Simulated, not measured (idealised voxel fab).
Process module name: voxel double patterning
Section cut is 220 nm wide and gridded with 5 nm square cells.
Cross-section = grid of square cells, listed top down in bands; band = one or more rows.
Basically the band line says how high the top is and how high the bottom is, in nm, and then what's in it from left to right, every material with its width in nm. Empty space shows up as "air", and if a single material carries "full width" it runs the full band edge to edge.
Counting heights begins at 0, where everything beneath is, in the wafer as received, one material. The lowest band has no bottom; it goes on downwards, as "0 down" shows.
A two-number width, for instance "30->40", indicates that the width is equal to the first number in the top row of the band and to the second number in the bottom row, and that it changes by a constant amount per row of cells.
"no modifications" for a step: no cell of the cross-section changed in that step.
"Enclosed internal voids" enumerates empty spaces isolated from the top, with no open way to it, that contain at least 8 cells, giving each as width x height at distance from the left edge, all three in nm.
after a step's settings: what the simulator itself notes on the step
What "overlay nm" on a step's line means: if the step has a mask, that mask lay this far to the right of its planned place, or, when the value is negative, to the left.

Planned step list for the process:
1) RECEIVE,material Si
2) CONFORMAL_DEP,material SiO2,thk nm 10
3) DIRECTIONAL_DEP,material TiN,thk nm 20
4) DIRECTIONAL_DEP,material SiCN,thk nm 5
5) MASKED_ETCH,tone open,mask id FIRST,width nm 15,pitch nm 50,etch materials SiCN,depth nm 5,overlay nm 0
6) DIRECTIONAL_DEP,material aC,thk nm 15
7) PATTERN,tone open,mask id SECOND,material resist,width nm 15,pitch nm 50,thk nm 35,overlay nm 0
8) DIRECTIONAL_ETCH,etch materials aC,depth nm 15
9) STRIP,etch materials resist
10) DIRECTIONAL_ETCH,etch materials SiCN,depth nm 5
11) STRIP,etch materials aC
12) DIRECTIONAL_ETCH,etch materials TiN,depth nm 20
13) STRIP,etch materials SiCN

Account of the first of two wafers, which was processed as intended:

As received (post step 1): cross-section:
	0 down  Si full width
	Enclosed internal voids: none

Step 2 done - wafer cross-section:
	10 to 0  SiO2 full width
	Nothing below the height 0 has changed.

Step 3 done - wafer cross-section:
	30 to 10  TiN full width
	Nothing below the height 10 has changed.

Step 4 done - wafer cross-section:
	35 to 30  SiCN full width
	Nothing below the height 30 has changed.

Step 5 done - wafer cross-section:
	35 to 30  50 of SiCN  15 of air  35 of SiCN  15 of air  35 of SiCN  15 of air  55 of SiCN
	Nothing below the height 30 has changed.

Step 6 done - wafer cross-section:
	50 to 45  50 of aC  15 of air  35 of aC  15 of air  35 of aC  15 of air  55 of aC
	45 to 35  aC full width
	35 to 30  50 of SiCN  15 of aC  35 of SiCN  15 of aC  35 of SiCN  15 of aC  55 of SiCN
	Nothing below the height 30 has changed.

Step 7 done - wafer cross-section:
	85 to 50  75 of resist  15 of air  35 of resist  15 of air  80 of resist
	50 to 45  50 of aC  15 of resist  35 of aC  15 of resist  35 of aC  15 of resist  55 of aC
	Nothing below the height 45 has changed.

Step 8 done - wafer cross-section:
	70 to 50  75 of resist  15 of air  35 of resist  15 of air  80 of resist
	50 to 45  50 of aC  15 of resist  10 of aC  15 of air  10 of aC  15 of resist  10 of aC  15 of air  10 of aC  15 of resist  55 of aC
	45 to 35  75 of aC  15 of air  35 of aC  15 of air  80 of aC
	Nothing below the height 35 has changed.

Step 9 done - wafer cross-section:
	50 to 45  50 of aC  15 of air  10 of aC  15 of air  10 of aC  15 of air  10 of aC  15 of air  10 of aC  15 of air  55 of aC
	Nothing below the height 45 has changed.

Step 10 done - wafer cross-section:
	50 to 45  50 of aC  15 of air  10 of aC  15 of air  10 of aC  15 of air  10 of aC  15 of air  10 of aC  15 of air  55 of aC
	45 to 35  75 of aC  15 of air  35 of aC  15 of air  80 of aC
	35 to 30  50 of SiCN  15 of aC  10 of SiCN  15 of air  10 of SiCN  15 of aC  10 of SiCN  15 of air  10 of SiCN  15 of aC  55 of SiCN
	Nothing below the height 30 has changed.

Step 11 done - wafer cross-section:
	35 to 30  50 of SiCN  15 of air  10 of SiCN  15 of air  10 of SiCN  15 of air  10 of SiCN  15 of air  10 of SiCN  15 of air  55 of SiCN
	Nothing below the height 30 has changed.

Step 12 done - wafer cross-section:
	35 to 30  50 of SiCN  15 of air  10 of SiCN  15 of air  10 of SiCN  15 of air  10 of SiCN  15 of air  10 of SiCN  15 of air  55 of SiCN
	30 to 10  50 of TiN  15 of air  10 of TiN  15 of air  10 of TiN  15 of air  10 of TiN  15 of air  10 of TiN  15 of air  55 of TiN
	Nothing below the height 10 has changed.

Step 13 done - wafer cross-section:
	30 to 10  50 of TiN  15 of air  10 of TiN  15 of air  10 of TiN  15 of air  10 of TiN  15 of air  10 of TiN  15 of air  55 of TiN
	Nothing below the height 10 has changed.

The Second Wafer: Common Origin and Plan, One Mistake in Execution, Identical to the First Through Step 4:

The second wafer cut through, at the time step 5 was supposed to be finished:
	35 to 30  40 of SiCN  15 of air  35 of SiCN  15 of air  35 of SiCN  15 of air  65 of SiCN
	Nothing below the height 30 has changed.

The second wafer cut through, at the time step 6 was supposed to be finished:
	50 to 45  40 of aC  15 of air  35 of aC  15 of air  35 of aC  15 of air  65 of aC
	45 to 35  aC full width
	35 to 30  40 of SiCN  15 of aC  35 of SiCN  15 of aC  35 of SiCN  15 of aC  65 of SiCN
	Nothing below the height 30 has changed.

The second wafer cut through, at the time step 7 was supposed to be finished:
	85 to 50  75 of resist  15 of air  35 of resist  15 of air  80 of resist
	50 to 45  40 of aC  15 of resist  35 of aC  15 of resist  35 of aC  15 of resist  65 of aC
	Nothing below the height 45 has changed.

The second wafer cut through, at the time step 8 was supposed to be finished:
	70 to 50  75 of resist  15 of air  35 of resist  15 of air  80 of resist
	50 to 45  40 of aC  15 of resist  20 of aC  15 of air  15 of resist  20 of aC  15 of air  15 of resist  65 of aC
	45 to 35  75 of aC  15 of air  35 of aC  15 of air  80 of aC
	Nothing below the height 35 has changed.

The second wafer cut through, at the time step 9 was supposed to be finished:
	50 to 45  40 of aC  15 of air  20 of aC  30 of air  20 of aC  30 of air  65 of aC
	Nothing below the height 45 has changed.

The second wafer cut through, at the time step 10 was supposed to be finished:
	50 to 45  40 of aC  15 of air  20 of aC  30 of air  20 of aC  30 of air  65 of aC
	45 to 35  75 of aC  15 of air  35 of aC  15 of air  80 of aC
	35 to 30  40 of SiCN  15 of aC  20 of SiCN  15 of air  15 of aC  20 of SiCN  15 of air  15 of aC  65 of SiCN
	Nothing below the height 30 has changed.

The second wafer cut through, at the time step 11 was supposed to be finished:
	35 to 30  40 of SiCN  15 of air  20 of SiCN  30 of air  20 of SiCN  30 of air  65 of SiCN
	Nothing below the height 30 has changed.

The second wafer cut through, at the time step 12 was supposed to be finished:
	35 to 30  40 of SiCN  15 of air  20 of SiCN  30 of air  20 of SiCN  30 of air  65 of SiCN
	30 to 10  40 of TiN  15 of air  20 of TiN  30 of air  20 of TiN  30 of air  65 of TiN
	Nothing below the height 10 has changed.

The second wafer cut through, at the time step 13 was supposed to be finished:
	30 to 10  40 of TiN  15 of air  20 of TiN  30 of air  20 of TiN  30 of air  65 of TiN
	Nothing below the height 10 has changed.
Diagnosis: step 5 was run on a setting that differed from the plan, and what really ran there is MASKED_ETCH,tone open,mask id FIRST,width nm 15,pitch nm 50,etch materials SiCN,depth nm 5,overlay nm -10
End check, second vs first wafer: material counts in cells match, positions do not.
